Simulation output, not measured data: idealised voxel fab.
process module | voxel ribs on slabs
Square cells of 5 nm make up the cross-section cut, whose width is 250 nm.
A cross-section in this document is a grid of square cells, and it is written down as bands, the top band listed before the ones below it; a band is made up of one or more rows of cells.
It is stipulated that each band's entry specify, in nanometres, the height of the top of the band and then that of its bottom, followed by the materials of the band in left-to-right sequence, each together with its width in nanometres. A single material marked by the word "all across" is understood to fill the band from edge to edge; the word "air" is understood to denote empty space.
Where do heights start? At 0: under that level the wafer as delivered is made of one material only. And the lowest band has no floor; it just carries on downward, as in "0 nm and below".
Read "30..40" as a graded width: first number on top, second number at the bottom, same change between each pair of neighbouring rows.
"no change", as given for a step, is the statement that not any cell of the cross-section underwent a change during that step.
Voids not open to the top, 8 cells minimum: see "Catalogued sealed voids". Written width x height at distance; distance is from the left edge; nm.
Formally, on a step line, whatever follows the settings is a remark that the simulator itself makes on the step.
A step's line can hold "overlay nm"; with a mask on that step, the setting says how far right of the planned place the mask lay, while a negative setting says it lay to the left.
In what follows, pairs of cross-sections are presented, each taken before and after one process step, with the after cross-section shown only down to the lowest band that was altered; the step, together with its settings, is stated below the pair. The pairs may stem from different runs of this module on the same starting wafer; accordingly, a pair should be taken as continuing from the one above it solely where its entry headed "State before" indicates as much.

**State before**
- 0 nm and below = Si all across
- Catalogued sealed voids: none

**Cross-Section After Step**
- 30 nm to 0 nm = SiO2 all across
- Anything lower than 0 is untouched.
- Catalogued sealed voids: none
The two cross-sections above are separated by a single process step, namely DIRECTIONAL_DEP with material SiO2, thk nm 30

State before: check the pair just above; its after cross-section is our before state.

**Cross-Section After Step**
- 50 nm to 30 nm = polySi all across
- Anything lower than 30 is untouched.
- Catalogued sealed voids: none
The two cross-sections above are separated by a single process step, namely DIRECTIONAL_DEP with material polySi, thk nm 20

State before: check the pair just above; its after cross-section is our before state.

**Cross-Section After Step**
- 70 nm to 50 nm = 110 nm air  30 nm resist  110 nm air
- Anything lower than 50 is untouched.
- Catalogued sealed voids: none
The two cross-sections above are separated by a single process step, namely PATTERN with tone cover, mask id RIB, material resist, width nm 30, thk nm 20, overlay nm 0

State before: check the pair just above; its after cross-section is our before state.

**Cross-Section After Step**
- 70 nm to 50 nm = 110 nm air  30 nm resist  110 nm air
- 50 nm to 45 nm = 110 nm air  30 nm polySi  110 nm air
- Anything lower than 45 is untouched.
- Catalogued sealed voids: none
The two cross-sections above are separated by a single process step, namely DIRECTIONAL_ETCH with etch materials polySi, depth nm 5

State before: check the pair just above; its after cross-section is our before state.

**Cross-Section After Step**
- 50 nm to 45 nm = 110 nm air  30 nm polySi  110 nm air
- Anything lower than 45 is untouched.
- Catalogued sealed voids: none
The two cross-sections above are separated by a single process step, namely STRIP with etch materials resist

State before: check the pair just above; its after cross-section is our before state.

**Cross-Section After Step**
- 50 nm to 45 nm = 110 nm air  30 nm polySi  110 nm air
- 45 nm to 30 nm = 80 nm air  90 nm polySi  80 nm air
- Anything lower than 30 is untouched.
- Catalogued sealed voids: none
The two cross-sections above are separated by a single process step, namely MASKED_ETCH with tone cover, mask id SLAB, width nm 90, etch materials polySi, depth nm 15, overlay nm 0

State before: check the pair just above; its after cross-section is our before state.

**Cross-Section After Step**
- 65 nm to 50 nm = SiO2 all across
- 50 nm to 45 nm = 110 nm SiO2  30 nm polySi  110 nm SiO2
- 45 nm to 30 nm = 80 nm SiO2  90 nm polySi  80 nm SiO2
- Anything lower than 30 is untouched.
- Catalogued sealed voids: none
The two cross-sections above are separated by a single process step, namely FILL_DEP with material SiO2, thk nm 15

State before: check the pair just above; its after cross-section is our before state.

**Cross-Section After Step**
- 60 nm to 50 nm = SiO2 all across
- Anything lower than 50 is untouched.
- Catalogued sealed voids: none
The two cross-sections above are separated by a single process step, namely CMP with height nm 60

State before: check the pair just above; its after cross-section is our before state.

**Cross-Section After Step**
- 65 nm to 60 nm = TiN all across
- Anything lower than 60 is untouched.
- Catalogued sealed voids: none
The two cross-sections above are separated by a single process step, namely DIRECTIONAL_DEP with material TiN, thk nm 5

State before: check the pair just above; its after cross-section is our before state.

**Cross-Section After Step**
- 75 nm to 65 nm = aC all across
- Anything lower than 65 is untouched.
- Catalogued sealed voids: none
The two cross-sections above are separated by a single process step, namely DIRECTIONAL_DEP with material aC, thk nm 10

State before: check the pair just above; its after cross-section is our before state.

**Cross-Section After Step**
- 100 nm to 75 nm = 105 nm air  40 nm resist  105 nm air
- Anything lower than 75 is untouched.
- Catalogued sealed voids: none
The two cross-sections above are separated by a single process step, namely PATTERN with tone cover, mask id HEATER, material resist, width nm 40, thk nm 25, overlay nm 0

State before: check the pair just above; its after cross-section is our before state.

**Cross-Section After Step**
- 90 nm to 75 nm = 105 nm air  40 nm resist  105 nm air
- 75 nm to 65 nm = 105 nm air  40 nm aC  105 nm air
- Anything lower than 65 is untouched.
- Catalogued sealed voids: none
The two cross-sections above are separated by a single process step, namely DIRECTIONAL_ETCH with etch materials aC, depth nm 10

State before: check the pair just above; its after cross-section is our before state.

**Cross-Section After Step**
- 75 nm to 65 nm = 105 nm air  40 nm aC  105 nm air
- Anything lower than 65 is untouched.
- Catalogued sealed voids: none
The two cross-sections above are separated by a single process step, namely STRIP with etch materials resist

State before: check the pair just above; its after cross-section is our before state.

**Cross-Section After Step**
- 75 nm to 65 nm = 105 nm air  40 nm aC  105 nm air
- 65 nm to 60 nm = 105 nm air  40 nm TiN  105 nm air
- Anything lower than 60 is untouched.
- Catalogued sealed voids: none
The two cross-sections above are separated by a single process step, namely DIRECTIONAL_ETCH with etch materials TiN, depth nm 5

State before: check the pair just above; its after cross-section is our before state.

**Cross-Section After Step**
- 65 nm to 60 nm = 105 nm air  40 nm TiN  105 nm air
- Anything lower than 60 is untouched.
- Catalogued sealed voids: none
The two cross-sections above are separated by a single process step, namely STRIP with etch materials aC

State before: check the pair just above; its after cross-section is our before state.

**Cross-Section After Step**
- 75 nm to 70 nm = 95 nm air  60 nm SiO2  95 nm air
- 70 nm to 65 nm = SiO2 all across
- 65 nm to 60 nm = 105 nm SiO2  40 nm TiN  105 nm SiO2
- Anything lower than 60 is untouched.
- Catalogued sealed voids: none
The two cross-sections above are separated by a single process step, namely CONFORMAL_DEP with material SiO2, thk nm 10

**State before**
- 50 nm to 30 nm = polySi all across
- 30 nm to 0 nm = SiO2 all across
- 0 nm and below = Si all across
- Catalogued sealed voids: none

**Cross-Section After Step**
- 70 nm to 30 nm = polySi all across
- Anything lower than 30 is untouched.
- Catalogued sealed voids: none
The two cross-sections above are separated by a single process step, namely DIRECTIONAL_DEP with material polySi, thk nm 20

State before: check the pair just above; its after cross-section is our before state.

**Cross-Section After Step**
- 90 nm to 70 nm = 110 nm air  30 nm resist  110 nm air
- Anything lower than 70 is untouched.
- Catalogued sealed voids: none
The two cross-sections above are separated by a single process step, namely PATTERN with tone cover, mask id RIB, material resist, width nm 30, thk nm 20, overlay nm 0

State before: check the pair just above; its after cross-section is our before state.

**Cross-Section After Step**
- 90 nm to 70 nm = 110 nm air  30 nm resist  110 nm air
- 70 nm to 65 nm = 110 nm air  30 nm polySi  110 nm air
- Anything lower than 65 is untouched.
- Catalogued sealed voids: none
The two cross-sections above are separated by a single process step, namely DIRECTIONAL_ETCH with etch materials polySi, depth nm 5

State before: check the pair just above; its after cross-section is our before state.

**Cross-Section After Step**
- 70 nm to 65 nm = 110 nm air  30 nm polySi  110 nm air
- Anything lower than 65 is untouched.
- Catalogued sealed voids: none
The two cross-sections above are separated by a single process step, namely STRIP with etch materials resist

State before: check the pair just above; its after cross-section is our before state.

**Cross-Section After Step**
- 70 nm to 65 nm = 110 nm air  30 nm polySi  110 nm air
- 65 nm to 50 nm = 80 nm air  90 nm polySi  80 nm air
- Anything lower than 50 is untouched.
- Catalogued sealed voids: none
The two cross-sections above are separated by a single process step, namely MASKED_ETCH with tone cover, mask id SLAB, width nm 90, etch materials polySi, depth nm 15, overlay nm 0

State before: check the pair just above; its after cross-section is our before state.

**Cross-Section After Step**
- 85 nm to 70 nm = SiO2 all across
- 70 nm to 65 nm = 110 nm SiO2  30 nm polySi  110 nm SiO2
- 65 nm to 50 nm = 80 nm SiO2  90 nm polySi  80 nm SiO2
- Anything lower than 50 is untouched.
- Catalogued sealed voids: none
The two cross-sections above are separated by a single process step, namely FILL_DEP with material SiO2, thk nm 15

State before: check the pair just above; its after cross-section is our before state.

**Cross-Section After Step**
- 60 nm to 50 nm = 80 nm SiO2  90 nm polySi  80 nm SiO2
- Anything lower than 50 is untouched.
- Catalogued sealed voids: none
The two cross-sections above are separated by a single process step, namely CMP with height nm 60

State before: check the pair just above; its after cross-section is our before state.

**Cross-Section After Step**
- 65 nm to 60 nm = TiN all across
- Anything lower than 60 is untouched.
- Catalogued sealed voids: none
The two cross-sections above are separated by a single process step, namely DIRECTIONAL_DEP with material TiN, thk nm 5

State before: check the pair just above; its after cross-section is our before state.

**Cross-Section After Step**
- 75 nm to 65 nm = aC all across
- Anything lower than 65 is untouched.
- Catalogued sealed voids: none
The two cross-sections above are separated by a single process step, namely DIRECTIONAL_DEP with material aC, thk nm 10

State before: check the pair just above; its after cross-section is our before state.

**Cross-Section After Step**
- 100 nm to 75 nm = 105 nm air  40 nm resist  105 nm air
- Anything lower than 75 is untouched.
- Catalogued sealed voids: none
The two cross-sections above are separated by a single process step, namely PATTERN with tone cover, mask id HEATER, material resist, width nm 40, thk nm 25, overlay nm 0

State before: check the pair just above; its after cross-section is our before state.

**Cross-Section After Step**
- 90 nm to 75 nm = 105 nm air  40 nm resist  105 nm air
- 75 nm to 65 nm = 105 nm air  40 nm aC  105 nm air
- Anything lower than 65 is untouched.
- Catalogued sealed voids: none
The two cross-sections above are separated by a single process step, namely DIRECTIONAL_ETCH with etch materials aC, depth nm 10

State before: check the pair just above; its after cross-section is our before state.

**Cross-Section After Step**
- 75 nm to 65 nm = 105 nm air  40 nm aC  105 nm air
- Anything lower than 65 is untouched.
- Catalogued sealed voids: none
The two cross-sections above are separated by a single process step, namely STRIP with etch materials resist

State before: check the pair just above; its after cross-section is our before state.

**Cross-Section After Step**
- 75 nm to 65 nm = 105 nm air  40 nm aC  105 nm air
- 65 nm to 60 nm = 105 nm air  40 nm TiN  105 nm air
- Anything lower than 60 is untouched.
- Catalogued sealed voids: none
The two cross-sections above are separated by a single process step, namely DIRECTIONAL_ETCH with etch materials TiN, depth nm 5

State before: check the pair just above; its after cross-section is our before state.

**Cross-Section After Step**
- 65 nm to 60 nm = 105 nm air  40 nm TiN  105 nm air
- Anything lower than 60 is untouched.
- Catalogued sealed voids: none
The two cross-sections above are separated by a single process step, namely STRIP with etch materials aC

State before: check the pair just above; its after cross-section is our before state.

**Cross-Section After Step**
- 75 nm to 70 nm = 95 nm air  60 nm SiO2  95 nm air
- 70 nm to 65 nm = SiO2 all across
- 65 nm to 60 nm = 105 nm SiO2  40 nm TiN  105 nm SiO2
- Anything lower than 60 is untouched.
- Catalogued sealed voids: none
The two cross-sections above are separated by a single process step, namely CONFORMAL_DEP with material SiO2, thk nm 10

**State before**
- 0 nm and below = Si all across
- Catalogued sealed voids: none

**Cross-Section After Step**
- 20 nm to 0 nm = polySi all across
- Anything lower than 0 is untouched.
- Catalogued sealed voids: none
The two cross-sections above are separated by a single process step, namely DIRECTIONAL_DEP with material polySi, thk nm 20

State before: check the pair just above; its after cross-section is our before state.

**Cross-Section After Step**
- 50 nm to 20 nm = SiO2 all across
- Anything lower than 20 is untouched.
- Catalogued sealed voids: none
The two cross-sections above are separated by a single process step, namely DIRECTIONAL_DEP with material SiO2, thk nm 30

State before: check the pair just above; its after cross-section is our before state.

**Cross-Section After Step**
- 70 nm to 50 nm = 110 nm air  30 nm resist  110 nm air
- Anything lower than 50 is untouched.
- Catalogued sealed voids: none
The two cross-sections above are separated by a single process step, namely PATTERN with tone cover, mask id RIB, material resist, width nm 30, thk nm 20, overlay nm 0

State before: check the pair just above; its after cross-section is our before state.

**Cross-Section After Step**
- 50 nm to 20 nm = SiO2 all across
- Anything lower than 20 is untouched.
- Catalogued sealed voids: none
The two cross-sections above are separated by a single process step, namely STRIP with etch materials resist

State before: check the pair just above; its after cross-section is our before state.

**Cross-Section After Step**
- 65 nm to 20 nm = SiO2 all across
- Anything lower than 20 is untouched.
- Catalogued sealed voids: none
The two cross-sections above are separated by a single process step, namely FILL_DEP with material SiO2, thk nm 15

State before: check the pair just above; its after cross-section is our before state.

**Cross-Section After Step**
- 60 nm to 20 nm = SiO2 all across
- Anything lower than 20 is untouched.
- Catalogued sealed voids: none
The two cross-sections above are separated by a single process step, namely CMP with height nm 60

State before: check the pair just above; its after cross-section is our before state.

**Cross-Section After Step**
- 65 nm to 60 nm = TiN all across
- Anything lower than 60 is untouched.
- Catalogued sealed voids: none
The two cross-sections above are separated by a single process step, namely DIRECTIONAL_DEP with material TiN, thk nm 5

State before: check the pair just above; its after cross-section is our before state.

**Cross-Section After Step**
- 75 nm to 65 nm = aC all across
- Anything lower than 65 is untouched.
- Catalogued sealed voids: none
The two cross-sections above are separated by a single process step, namely DIRECTIONAL_DEP with material aC, thk nm 10

State before: check the pair just above; its after cross-section is our before state.

**Cross-Section After Step**
- 100 nm to 75 nm = 105 nm air  40 nm resist  105 nm air
- Anything lower than 75 is untouched.
- Catalogued sealed voids: none
The two cross-sections above are separated by a single process step, namely PATTERN with tone cover, mask id HEATER, material resist, width nm 40, thk nm 25, overlay nm 0

State before: check the pair just above; its after cross-section is our before state.

**Cross-Section After Step**
- 90 nm to 75 nm = 105 nm air  40 nm resist  105 nm air
- 75 nm to 65 nm = 105 nm air  40 nm aC  105 nm air
- Anything lower than 65 is untouched.
- Catalogued sealed voids: none
The two cross-sections above are separated by a single process step, namely DIRECTIONAL_ETCH with etch materials aC, depth nm 10

State before: check the pair just above; its after cross-section is our before state.

**Cross-Section After Step**
- 75 nm to 65 nm = 105 nm air  40 nm aC  105 nm air
- Anything lower than 65 is untouched.
- Catalogued sealed voids: none
The two cross-sections above are separated by a single process step, namely STRIP with etch materials resist

State before: check the pair just above; its after cross-section is our before state.

**Cross-Section After Step**
- 75 nm to 65 nm = 105 nm air  40 nm aC  105 nm air
- 65 nm to 60 nm = 105 nm air  40 nm TiN  105 nm air
- Anything lower than 60 is untouched.
- Catalogued sealed voids: none
The two cross-sections above are separated by a single process step, namely DIRECTIONAL_ETCH with etch materials TiN, depth nm 5

State before: check the pair just above; its after cross-section is our before state.

**Cross-Section After Step**
- 65 nm to 60 nm = 105 nm air  40 nm TiN  105 nm air
- Anything lower than 60 is untouched.
- Catalogued sealed voids: none
The two cross-sections above are separated by a single process step, namely STRIP with etch materials aC

State before: check the pair just above; its after cross-section is our before state.

**Cross-Section After Step**
- 75 nm to 70 nm = 95 nm air  60 nm SiO2  95 nm air
- 70 nm to 65 nm = SiO2 all across
- 65 nm to 60 nm = 105 nm SiO2  40 nm TiN  105 nm SiO2
- Anything lower than 60 is untouched.
- Catalogued sealed voids: none
The two cross-sections above are separated by a single process step, namely CONFORMAL_DEP with material SiO2, thk nm 10

**State before**
- 65 nm to 60 nm = 105 nm air  40 nm TiN  105 nm air
- 60 nm to 50 nm = SiO2 all across
- 50 nm to 45 nm = 110 nm SiO2  30 nm polySi  110 nm SiO2
- 45 nm to 30 nm = 80 nm SiO2  90 nm polySi  80 nm SiO2
- 30 nm to 0 nm = SiO2 all across
- 0 nm and below = Si all across
- Catalogued sealed voids: none

**Cross-Section After Step**
- 80 nm to 75 nm = 90 nm air  70 nm SiO2  90 nm air
- 75 nm to 65 nm = SiO2 all across
- 65 nm to 60 nm = 105 nm SiO2  40 nm TiN  105 nm SiO2
- Anything lower than 60 is untouched.
- Catalogued sealed voids: none
The two cross-sections above are separated by a single process step, namely CONFORMAL_DEP with material SiO2, thk nm 15

**State before**
- 50 nm to 30 nm = polySi all across
- 30 nm to 0 nm = SiO2 all across
- 0 nm and below = Si all across
- Catalogued sealed voids: none

**Cross-Section After Step**
- 70 nm to 50 nm = 110 nm air  35 nm resist  105 nm air
- Anything lower than 50 is untouched.
- Catalogued sealed voids: none
The two cross-sections above are separated by a single process step, namely PATTERN with tone cover, mask id RIB, material resist, width nm 35, thk nm 20, overlay nm 0

State before: check the pair just above; its after cross-section is our before state.

**Cross-Section After Step**
- 70 nm to 50 nm = 110 nm air  35 nm resist  105 nm air
- 50 nm to 45 nm = 110 nm air  35 nm polySi  105 nm air
- Anything lower than 45 is untouched.
- Catalogued sealed voids: none
The two cross-sections above are separated by a single process step, namely DIRECTIONAL_ETCH with etch materials polySi, depth nm 5

State before: check the pair just above; its after cross-section is our before state.

**Cross-Section After Step**
- 50 nm to 45 nm = 110 nm air  35 nm polySi  105 nm air
- Anything lower than 45 is untouched.
- Catalogued sealed voids: none
The two cross-sections above are separated by a single process step, namely STRIP with etch materials resist

State before: check the pair just above; its after cross-section is our before state.

**Cross-Section After Step**
- 50 nm to 45 nm = 110 nm air  35 nm polySi  105 nm air
- 45 nm to 30 nm = 80 nm air  90 nm polySi  80 nm air
- Anything lower than 30 is untouched.
- Catalogued sealed voids: none
The two cross-sections above are separated by a single process step, namely MASKED_ETCH with tone cover, mask id SLAB, width nm 90, etch materials polySi, depth nm 15, overlay nm 0

State before: check the pair just above; its after cross-section is our before state.

**Cross-Section After Step**
- 65 nm to 50 nm = SiO2 all across
- 50 nm to 45 nm = 110 nm SiO2  35 nm polySi  105 nm SiO2
- 45 nm to 30 nm = 80 nm SiO2  90 nm polySi  80 nm SiO2
- Anything lower than 30 is untouched.
- Catalogued sealed voids: none
The two cross-sections above are separated by a single process step, namely FILL_DEP with material SiO2, thk nm 15

State before: check the pair just above; its after cross-section is our before state.

**Cross-Section After Step**
- 60 nm to 50 nm = SiO2 all across
- Anything lower than 50 is untouched.
- Catalogued sealed voids: none
The two cross-sections above are separated by a single process step, namely CMP with height nm 60

State before: check the pair just above; its after cross-section is our before state.

**Cross-Section After Step**
- 65 nm to 60 nm = TiN all across
- Anything lower than 60 is untouched.
- Catalogued sealed voids: none
The two cross-sections above are separated by a single process step, namely DIRECTIONAL_DEP with material TiN, thk nm 5

State before: check the pair just above; its after cross-section is our before state.

**Cross-Section After Step**
- 75 nm to 65 nm = aC all across
- Anything lower than 65 is untouched.
- Catalogued sealed voids: none
The two cross-sections above are separated by a single process step, namely DIRECTIONAL_DEP with material aC, thk nm 10

State before: check the pair just above; its after cross-section is our before state.

**Cross-Section After Step**
- 100 nm to 75 nm = 105 nm air  40 nm resist  105 nm air
- Anything lower than 75 is untouched.
- Catalogued sealed voids: none
The two cross-sections above are separated by a single process step, namely PATTERN with tone cover, mask id HEATER, material resist, width nm 40, thk nm 25, overlay nm 0

State before: check the pair just above; its after cross-section is our before state.

**Cross-Section After Step**
- 90 nm to 75 nm = 105 nm air  40 nm resist  105 nm air
- 75 nm to 65 nm = 105 nm air  40 nm aC  105 nm air
- Anything lower than 65 is untouched.
- Catalogued sealed voids: none
The two cross-sections above are separated by a single process step, namely DIRECTIONAL_ETCH with etch materials aC, depth nm 10

State before: check the pair just above; its after cross-section is our before state.

**Cross-Section After Step**
- 75 nm to 65 nm = 105 nm air  40 nm aC  105 nm air
- Anything lower than 65 is untouched.
- Catalogued sealed voids: none
The two cross-sections above are separated by a single process step, namely STRIP with etch materials resist

State before: check the pair just above; its after cross-section is our before state.

**Cross-Section After Step**
- 75 nm to 65 nm = 105 nm air  40 nm aC  105 nm air
- 65 nm to 60 nm = 105 nm air  40 nm TiN  105 nm air
- Anything lower than 60 is untouched.
- Catalogued sealed voids: none
The two cross-sections above are separated by a single process step, namely DIRECTIONAL_ETCH with etch materials TiN, depth nm 5

State before: check the pair just above; its after cross-section is our before state.

**Cross-Section After Step**
- 65 nm to 60 nm = 105 nm air  40 nm TiN  105 nm air
- Anything lower than 60 is untouched.
- Catalogued sealed voids: none
The two cross-sections above are separated by a single process step, namely STRIP with etch materials aC

State before: check the pair just above; its after cross-section is our before state.

**Cross-Section After Step**
- 75 nm to 70 nm = 95 nm air  60 nm SiO2  95 nm air
- 70 nm to 65 nm = SiO2 all across
- 65 nm to 60 nm = 105 nm SiO2  40 nm TiN  105 nm SiO2
- Anything lower than 60 is untouched.
- Catalogued sealed voids: none
The two cross-sections above are separated by a single process step, namely CONFORMAL_DEP with material SiO2, thk nm 10

**State before**
- 50 nm to 45 nm = 110 nm air  30 nm polySi  110 nm air
- 45 nm to 30 nm = polySi all across
- 30 nm to 0 nm = SiO2 all across
- 0 nm and below = Si all across
- Catalogued sealed voids: none

**Cross-Section After Step**
- 50 nm to 45 nm = 110 nm air  30 nm polySi  110 nm air
- 45 nm to 30 nm = 85 nm air  90 nm polySi  75 nm air
- Anything lower than 30 is untouched.
- Catalogued sealed voids: none
The two cross-sections above are separated by a single process step, namely MASKED_ETCH with tone cover, mask id SLAB, width nm 90, etch materials polySi, depth nm 15, overlay nm 5

State before: check the pair just above; its after cross-section is our before state.

**Cross-Section After Step**
- 65 nm to 50 nm = SiO2 all across
- 50 nm to 45 nm = 110 nm SiO2  30 nm polySi  110 nm SiO2
- 45 nm to 30 nm = 85 nm SiO2  90 nm polySi  75 nm SiO2
- Anything lower than 30 is untouched.
- Catalogued sealed voids: none
The two cross-sections above are separated by a single process step, namely FILL_DEP with material SiO2, thk nm 15

State before: check the pair just above; its after cross-section is our before state.

**Cross-Section After Step**
- 60 nm to 50 nm = SiO2 all across
- Anything lower than 50 is untouched.
- Catalogued sealed voids: none
The two cross-sections above are separated by a single process step, namely CMP with height nm 60

State before: check the pair just above; its after cross-section is our before state.

**Cross-Section After Step**
- 65 nm to 60 nm = TiN all across
- Anything lower than 60 is untouched.
- Catalogued sealed voids: none
The two cross-sections above are separated by a single process step, namely DIRECTIONAL_DEP with material TiN, thk nm 5

State before: check the pair just above; its after cross-section is our before state.

**Cross-Section After Step**
- 75 nm to 65 nm = aC all across
- Anything lower than 65 is untouched.
- Catalogued sealed voids: none
The two cross-sections above are separated by a single process step, namely DIRECTIONAL_DEP with material aC, thk nm 10

State before: check the pair just above; its after cross-section is our before state.

**Cross-Section After Step**
- 100 nm to 75 nm = 105 nm air  40 nm resist  105 nm air
- Anything lower than 75 is untouched.
- Catalogued sealed voids: none
The two cross-sections above are separated by a single process step, namely PATTERN with tone cover, mask id HEATER, material resist, width nm 40, thk nm 25, overlay nm 0

State before: check the pair just above; its after cross-section is our before state.

**Cross-Section After Step**
- 90 nm to 75 nm = 105 nm air  40 nm resist  105 nm air
- 75 nm to 65 nm = 105 nm air  40 nm aC  105 nm air
- Anything lower than 65 is untouched.
- Catalogued sealed voids: none
The two cross-sections above are separated by a single process step, namely DIRECTIONAL_ETCH with etch materials aC, depth nm 10

State before: check the pair just above; its after cross-section is our before state.

**Cross-Section After Step**
- 75 nm to 65 nm = 105 nm air  40 nm aC  105 nm air
- Anything lower than 65 is untouched.
- Catalogued sealed voids: none
The two cross-sections above are separated by a single process step, namely STRIP with etch materials resist

State before: check the pair just above; its after cross-section is our before state.

**Cross-Section After Step**
- 75 nm to 65 nm = 105 nm air  40 nm aC  105 nm air
- 65 nm to 60 nm = 105 nm air  40 nm TiN  105 nm air
- Anything lower than 60 is untouched.
- Catalogued sealed voids: none
The two cross-sections above are separated by a single process step, namely DIRECTIONAL_ETCH with etch materials TiN, depth nm 5

State before: check the pair just above; its after cross-section is our before state.

**Cross-Section After Step**
- 65 nm to 60 nm = 105 nm air  40 nm TiN  105 nm air
- Anything lower than 60 is untouched.
- Catalogued sealed voids: none
The two cross-sections above are separated by a single process step, namely STRIP with etch materials aC

State before: check the pair just above; its after cross-section is our before state.

**Cross-Section After Step**
- 75 nm to 70 nm = 95 nm air  60 nm SiO2  95 nm air
- 70 nm to 65 nm = SiO2 all across
- 65 nm to 60 nm = 105 nm SiO2  40 nm TiN  105 nm SiO2
- Anything lower than 60 is untouched.
- Catalogued sealed voids: none
The two cross-sections above are separated by a single process step, namely CONFORMAL_DEP with material SiO2, thk nm 10

**State before**
- 65 nm to 60 nm = TiN all across
- 60 nm to 50 nm = SiO2 all across
- 50 nm to 45 nm = 110 nm SiO2  30 nm polySi  110 nm SiO2
- 45 nm to 30 nm = 80 nm SiO2  90 nm polySi  80 nm SiO2
- 30 nm to 0 nm = SiO2 all across
- 0 nm and below = Si all across
- Catalogued sealed voids: none

**Cross-Section After Step**
- 75 nm to 65 nm = polySi all across
- Anything lower than 65 is untouched.
- Catalogued sealed voids: none
The two cross-sections above are separated by a single process step, namely DIRECTIONAL_DEP with material polySi, thk nm 10

State before: check the pair just above; its after cross-section is our before state.

**Cross-Section After Step**
- 100 nm to 75 nm = 105 nm air  40 nm resist  105 nm air
- Anything lower than 75 is untouched.
- Catalogued sealed voids: none
The two cross-sections above are separated by a single process step, namely PATTERN with tone cover, mask id HEATER, material resist, width nm 40, thk nm 25, overlay nm 0

State before: check the pair just above; its after cross-section is our before state.

**Cross-Section After Step**
- 90 nm to 75 nm = 105 nm air  40 nm resist  105 nm air
- Anything lower than 75 is untouched.
- Catalogued sealed voids: none
The two cross-sections above are separated by a single process step, namely DIRECTIONAL_ETCH with etch materials aC, depth nm 10

State before: check the pair just above; its after cross-section is our before state.

**Cross-Section After Step**
- 75 nm to 65 nm = polySi all across
- Anything lower than 65 is untouched.
- Catalogued sealed voids: none
The two cross-sections above are separated by a single process step, namely STRIP with etch materials resist

State before: check the pair just above; its after cross-section is our before state.

**Cross-Section After Step**
- 85 nm to 75 nm = SiO2 all across
- Anything lower than 75 is untouched.
- Catalogued sealed voids: none
The two cross-sections above are separated by a single process step, namely CONFORMAL_DEP with material SiO2, thk nm 10

**State before**
- 75 nm to 65 nm = aC all across
- 65 nm to 60 nm = TiN all across
- 60 nm to 50 nm = SiO2 all across
- 50 nm to 45 nm = 110 nm SiO2  30 nm polySi  110 nm SiO2
- 45 nm to 30 nm = 80 nm SiO2  90 nm polySi  80 nm SiO2
- 30 nm to 0 nm = SiO2 all across
- 0 nm and below = Si all across
- Catalogued sealed voids: none

**Cross-Section After Step**
- 100 nm to 75 nm = 105 nm resist  40 nm air  105 nm resist
- Anything lower than 75 is untouched.
- Catalogued sealed voids: none
The two cross-sections above are separated by a single process step, namely PATTERN with tone open, mask id HEATER, material resist, width nm 40, thk nm 25, overlay nm 0

State before: check the pair just above; its after cross-section is our before state.

**Cross-Section After Step**
- 90 nm to 75 nm = 105 nm resist  40 nm air  105 nm resist
- 75 nm to 65 nm = 105 nm aC  40 nm air  105 nm aC
- Anything lower than 65 is untouched.
- Catalogued sealed voids: none
The two cross-sections above are separated by a single process step, namely DIRECTIONAL_ETCH with etch materials aC, depth nm 10

State before: check the pair just above; its after cross-section is our before state.

**Cross-Section After Step**
- 75 nm to 65 nm = 105 nm aC  40 nm air  105 nm aC
- Anything lower than 65 is untouched.
- Catalogued sealed voids: none
The two cross-sections above are separated by a single process step, namely STRIP with etch materials resist

State before: check the pair just above; its after cross-section is our before state.

**Cross-Section After Step**
- 75 nm to 65 nm = 105 nm aC  40 nm air  105 nm aC
- 65 nm to 60 nm = 105 nm TiN  40 nm air  105 nm TiN
- Anything lower than 60 is untouched.
- Catalogued sealed voids: none
The two cross-sections above are separated by a single process step, namely DIRECTIONAL_ETCH with etch materials TiN, depth nm 5

State before: check the pair just above; its after cross-section is our before state.

**Cross-Section After Step**
- 65 nm to 60 nm = 105 nm TiN  40 nm air  105 nm TiN
- Anything lower than 60 is untouched.
- Catalogued sealed voids: none
The two cross-sections above are separated by a single process step, namely STRIP with etch materials aC

State before: check the pair just above; its after cross-section is our before state.

**Cross-Section After Step**
- 75 nm to 70 nm = 115 nm SiO2  20 nm air  115 nm SiO2
- 70 nm to 65 nm = SiO2 all across
- 65 nm to 60 nm = 105 nm TiN  40 nm SiO2  105 nm TiN
- Anything lower than 60 is untouched.
- Catalogued sealed voids: none
The two cross-sections above are separated by a single process step, namely CONFORMAL_DEP with material SiO2, thk nm 10
